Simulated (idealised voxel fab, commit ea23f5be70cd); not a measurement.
Process module, titled voxel self aligned vias
The cross-section shown here is cut; it is 225 nm wide and divided into square cells measuring 5 nm on a side.
Reading order for cross-sections: top band down to bottom band. Underlying form: a grid of square cells. Band size: one or more rows of cells.
Look at the band entry: it leads with the top's height and the bottom's height in nm. Then it lists the materials left to right, with a width in nm for each. The word "edge to edge" on a single material says that material fills the band edge to edge. The word "blank" is empty space.
Heads up on the height convention: 0 is the point under which the incoming wafer is all one material, and the lowest band has no bottom, it just keeps going down, like "0..down".
With a width like "30..40", each row of cells in the band differs from the next by the same amount, the top row carrying the first number and the bottom row the second.
What does "changes: none" mean for a step? It means no cell of the cross-section changed in that step.
Empty spaces without an open route to the top, at least 8 cells in extent, make up the entry "Unvented internal voids"; each is given as width x height at distance, where the distance is measured from the left edge, and all are in nm.
Post-settings text on a step line: simulator's own remark regarding the step.
On any step carrying a mask, the "overlay nm" setting, if present on the step's line, tells how far right of its planned place the mask lay; negative values point to the left.

So here's the lineup of process steps we planned
1 RECEIVE with material Si
2 CONFORMAL_DEP with material SiO2, thk nm 15
3 CONFORMAL_DEP with material SiCN, thk nm 5
4 DIRECTIONAL_DEP with material SiO2, thk nm 20
5 MASKED_ETCH with tone open, mask id LINES, width nm 25, pitch nm 75, etch materials SiO2, depth nm 20, overlay nm 0
6 CONFORMAL_DEP with material TiN, thk nm 5
7 FILL_DEP with material W, thk nm 10
8 CMP with height nm 40
9 SELECTIVE_ETCH with etch materials W Ru TiN, depth nm 5
10 FILL_DEP with material SiN, thk nm 10
11 CMP with height nm 40
12 DIRECTIONAL_DEP with material SiO2, thk nm 15
13 DIRECTIONAL_DEP with material aC, thk nm 10
14 PATTERN with tone open, mask id VIAS, material resist, width nm 45, pitch nm 75, thk nm 30, overlay nm 0
15 DIRECTIONAL_ETCH with etch materials aC, depth nm 10
16 STRIP with etch materials resist
17 DIRECTIONAL_ETCH with etch materials SiO2, depth nm 15
18 DIRECTIONAL_ETCH with etch materials SiN, depth nm 5
19 STRIP with etch materials aC
20 CONFORMAL_DEP with material TiN, thk nm 5
21 FILL_DEP with material Cu, thk nm 10
22 CMP with height nm 55
23 CONFORMAL_DEP with material SiN, thk nm 5

Cross-section: wafer on arrival = after step 1
0..down  Si edge to edge
Unvented internal voids: none

Wafer cross-section at module end: first of two, run to plan
60..55  SiN edge to edge
55..45  SiO2 50 | TiN 5 | Cu 35 | TiN 5 | SiO2 30 | TiN 5 | Cu 35 | TiN 5 | SiO2 55
45..40  SiO2 50 | TiN 15 | Cu 15 | TiN 15 | SiO2 30 | TiN 15 | Cu 15 | TiN 15 | SiO2 55
40..35  SiO2 60 | TiN 25 | SiO2 50 | TiN 25 | SiO2 65
35..25  SiO2 60 | TiN 5 | W 15 | TiN 5 | SiO2 50 | TiN 5 | W 15 | TiN 5 | SiO2 65
25..20  SiO2 60 | TiN 25 | SiO2 50 | TiN 25 | SiO2 65
20..15  SiCN edge to edge
15..0  SiO2 edge to edge
0..down  Si edge to edge
Unvented internal voids: none

Cross-sectional view: second of two wafers, end of module; start and plan identical to the first, one mistake in running
60..55  SiN edge to edge
55..45  SiO2 50 | TiN 5 | Cu 40 | TiN 5 | SiO2 25 | TiN 5 | Cu 40 | TiN 5 | SiO2 50
45..40  SiO2 50 | TiN 15 | Cu 15 | TiN 20 | SiO2 25 | TiN 15 | Cu 15 | TiN 20 | SiO2 50
40..35  SiO2 60 | TiN 25 | SiO2 50 | TiN 25 | SiO2 65
35..25  SiO2 60 | TiN 5 | W 15 | TiN 5 | SiO2 50 | TiN 5 | W 15 | TiN 5 | SiO2 65
25..20  SiO2 60 | TiN 25 | SiO2 50 | TiN 25 | SiO2 65
20..15  SiCN edge to edge
15..0  SiO2 edge to edge
0..down  Si edge to edge
Unvented internal voids: none
Against the plan, the run slipped here: step 14 changed vs plan, executed as PATTERN with tone open, mask id VIAS, material resist, width nm 50, pitch nm 75, thk nm 30, overlay nm 0
Final difference in cells, second wafer against first, listed per material as more or fewer: 4 more of Cu | 6 fewer of SiO2 | 2 more of TiN
